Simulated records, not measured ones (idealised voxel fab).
The following process module bears the name voxel released beams.
We display cut, a cross-section 230 nm in width whose square cells are each 5 nm.
In this document a cross-section is written as a grid of square cells. It is given as a series of bands, listed from the top down, and a band is one or more rows of cells. Band entry format. Leading values: height of top, height of bottom, nm. Remainder: materials in left-to-right order, each with its width in nm. Special words: "all across" on a single material, which then fills the band edge to edge; "air", empty space. Heights are measured from 0, the level below which the as-received wafer is all one material; the lowest band has no bottom and continues downward, written as in "z 0 and below". The width entry "30->40" should be interpreted row by row: the top row of cells in the band takes the first number, the bottom row takes the second number, and the change between adjacent rows is uniform throughout. For the purposes of this document, the phrase "no change" attached to a step denotes that no cell within the cross-section was modified by that step. Entry "Enclosed internal voids". Content: empty spaces with no open connection to the top, size 8 cells or greater. Each: width x height at distance. Distance: from left edge. Unit: nm. Note: text after step settings on the step line = simulator remark on that step. overlay nm: on a step with a mask, how far right of its planned place the mask lay; negative means left.

## Planned process steps
1 RECEIVE (material Si)
2 CONFORMAL_DEP (material SiN; thk nm 5)
3 DIRECTIONAL_DEP (material SiO2; thk nm 20)
4 DIRECTIONAL_DEP (material aC; thk nm 10)
5 PATTERN (tone open; mask id ANCHOR; material resist; width nm 25; thk nm 30; overlay nm 0)
6 DIRECTIONAL_ETCH (etch materials aC; depth nm 10)
7 STRIP (etch materials resist)
8 DIRECTIONAL_ETCH (etch materials SiO2; depth nm 20)
9 STRIP (etch materials aC)
10 CONFORMAL_DEP (material polySi; thk nm 10)
11 DIRECTIONAL_DEP (material aC; thk nm 15)
12 PATTERN (tone cover; mask id BEAM; material resist; width nm 110; thk nm 30; overlay nm 0)
13 DIRECTIONAL_ETCH (etch materials aC; depth nm 15)
14 STRIP (etch materials resist)
15 DIRECTIONAL_ETCH (etch materials polySi; depth nm 10)
16 STRIP (etch materials aC)
17 STRIP (etch materials SiO2)

## First of two wafers - as planned

## Step 1 complete: cross-section of the wafer as received
  z 0 and below | Si all across
  Enclosed internal voids: none

## Cross-section through the wafer, step 2 finished
  z 5 to 0 | SiN all across
  Below 0 it's all the same as before, nothing changed down there.

## Cross-section through the wafer, step 3 finished
  z 25 to 5 | SiO2 all across
  Below 5 it's all the same as before, nothing changed down there.

## Cross-section through the wafer, step 4 finished
  z 35 to 25 | aC all across
  Below 25 it's all the same as before, nothing changed down there.

## Cross-section through the wafer, step 5 finished
  z 65 to 35 | resist 60 / air 25 / resist 145
  Below 35 it's all the same as before, nothing changed down there.

## Cross-section through the wafer, step 6 finished
  z 55 to 35 | resist 60 / air 25 / resist 145
  z 35 to 25 | aC 60 / air 25 / aC 145
  Below 25 it's all the same as before, nothing changed down there.

## Cross-section through the wafer, step 7 finished
  z 35 to 25 | aC 60 / air 25 / aC 145
  Below 25 it's all the same as before, nothing changed down there.

## Cross-section through the wafer, step 8 finished
  z 35 to 25 | aC 60 / air 25 / aC 145
  z 25 to 5 | SiO2 60 / air 25 / SiO2 145
  Below 5 it's all the same as before, nothing changed down there.

## Cross-section through the wafer, step 9 finished
  z 25 to 5 | SiO2 60 / air 25 / SiO2 145
  Below 5 it's all the same as before, nothing changed down there.

## Cross-section through the wafer, step 10 finished
  z 35 to 25 | polySi 70 / air 5 / polySi 155
  z 25 to 15 | SiO2 60 / polySi 10 / air 5 / polySi 10 / SiO2 145
  z 15 to 5 | SiO2 60 / polySi 25 / SiO2 145
  Below 5 it's all the same as before, nothing changed down there.

## Cross-section through the wafer, step 11 finished
  z 50 to 35 | aC 70 / air 5 / aC 155
  z 35 to 30 | polySi 70 / air 5 / polySi 155
  z 30 to 25 | polySi 70 / aC 5 / polySi 155
  z 25 to 15 | SiO2 60 / polySi 10 / aC 5 / polySi 10 / SiO2 145
  Below 15 it's all the same as before, nothing changed down there.

## Cross-section through the wafer, step 12 finished
  z 80 to 50 | air 55 / resist 110 / air 65
  z 50 to 35 | aC 70 / resist 5 / aC 155
  z 35 to 30 | polySi 70 / resist 5 / polySi 155
  Below 30 it's all the same as before, nothing changed down there.

## Cross-section through the wafer, step 13 finished
  z 65 to 50 | air 55 / resist 110 / air 65
  z 50 to 35 | air 55 / aC 15 / resist 5 / aC 90 / air 65
  Below 35 it's all the same as before, nothing changed down there.

## Cross-section through the wafer, step 14 finished
  z 50 to 35 | air 55 / aC 15 / air 5 / aC 90 / air 65
  z 35 to 30 | polySi 70 / air 5 / polySi 155
  Below 30 it's all the same as before, nothing changed down there.

## Cross-section through the wafer, step 15 finished
  z 50 to 35 | air 55 / aC 15 / air 5 / aC 90 / air 65
  z 35 to 30 | air 55 / polySi 15 / air 5 / polySi 90 / air 65
  z 30 to 25 | air 55 / polySi 15 / aC 5 / polySi 90 / air 65
  Below 25 it's all the same as before, nothing changed down there.

## Cross-section through the wafer, step 16 finished
  z 35 to 25 | air 55 / polySi 15 / air 5 / polySi 90 / air 65
  z 25 to 15 | SiO2 60 / polySi 10 / air 5 / polySi 10 / SiO2 145
  Below 15 it's all the same as before, nothing changed down there.

## Cross-section through the wafer, step 17 finished
  z 35 to 25 | air 55 / polySi 15 / air 5 / polySi 90 / air 65
  z 25 to 15 | air 60 / polySi 10 / air 5 / polySi 10 / air 145
  z 15 to 5 | air 60 / polySi 25 / air 145
  Below 5 it's all the same as before, nothing changed down there.

## The second wafer was prepared from the same starting point and under the same plan as the first; its processing contained one mistake, and it remains indistinguishable from the first wafer up to and including step 1

## The second wafer in cross-section, at the planned close of step 2
  z 20 to 0 | SiO2 all across
  Below 0 it's all the same as before, nothing changed down there.

## The second wafer in cross-section, at the planned close of step 3
  z 25 to 20 | SiN all across
  Below 20 it's all the same as before, nothing changed down there.

## The second wafer in cross-section, at the planned close of step 4
  z 35 to 25 | aC all across
  Below 25 it's all the same as before, nothing changed down there.

## The second wafer in cross-section, at the planned close of step 5
  z 65 to 35 | resist 60 / air 25 / resist 145
  Below 35 it's all the same as before, nothing changed down there.

## The second wafer in cross-section, at the planned close of step 6
  z 55 to 35 | resist 60 / air 25 / resist 145
  z 35 to 25 | aC 60 / air 25 / aC 145
  Below 25 it's all the same as before, nothing changed down there.

## The second wafer in cross-section, at the planned close of step 7
  z 35 to 25 | aC 60 / air 25 / aC 145
  Below 25 it's all the same as before, nothing changed down there.

The second wafer in cross-section, at the planned close of step 8: no change

## The second wafer in cross-section, at the planned close of step 9
  z 25 to 20 | SiN all across
  Below 20 it's all the same as before, nothing changed down there.

## The second wafer in cross-section, at the planned close of step 10
  z 35 to 25 | polySi all across
  Below 25 it's all the same as before, nothing changed down there.

## The second wafer in cross-section, at the planned close of step 11
  z 50 to 35 | aC all across
  Below 35 it's all the same as before, nothing changed down there.

## The second wafer in cross-section, at the planned close of step 12
  z 80 to 50 | air 55 / resist 110 / air 65
  Below 50 it's all the same as before, nothing changed down there.

## The second wafer in cross-section, at the planned close of step 13
  z 65 to 50 | air 55 / resist 110 / air 65
  z 50 to 35 | air 55 / aC 110 / air 65
  Below 35 it's all the same as before, nothing changed down there.

## The second wafer in cross-section, at the planned close of step 14
  z 50 to 35 | air 55 / aC 110 / air 65
  Below 35 it's all the same as before, nothing changed down there.

## The second wafer in cross-section, at the planned close of step 15
  z 50 to 35 | air 55 / aC 110 / air 65
  z 35 to 25 | air 55 / polySi 110 / air 65
  Below 25 it's all the same as before, nothing changed down there.

## The second wafer in cross-section, at the planned close of step 16
  z 35 to 25 | air 55 / polySi 110 / air 65
  Below 25 it's all the same as before, nothing changed down there.

The second wafer in cross-section, at the planned close of step 17: no change
Misprocessing identified: steps 2 and 3 of the plan were run in the wrong order, each in the other's place
Looking at both finished wafers in cells, the second ends up ahead of or behind the first on some materials: SiO2 +184; polySi -16
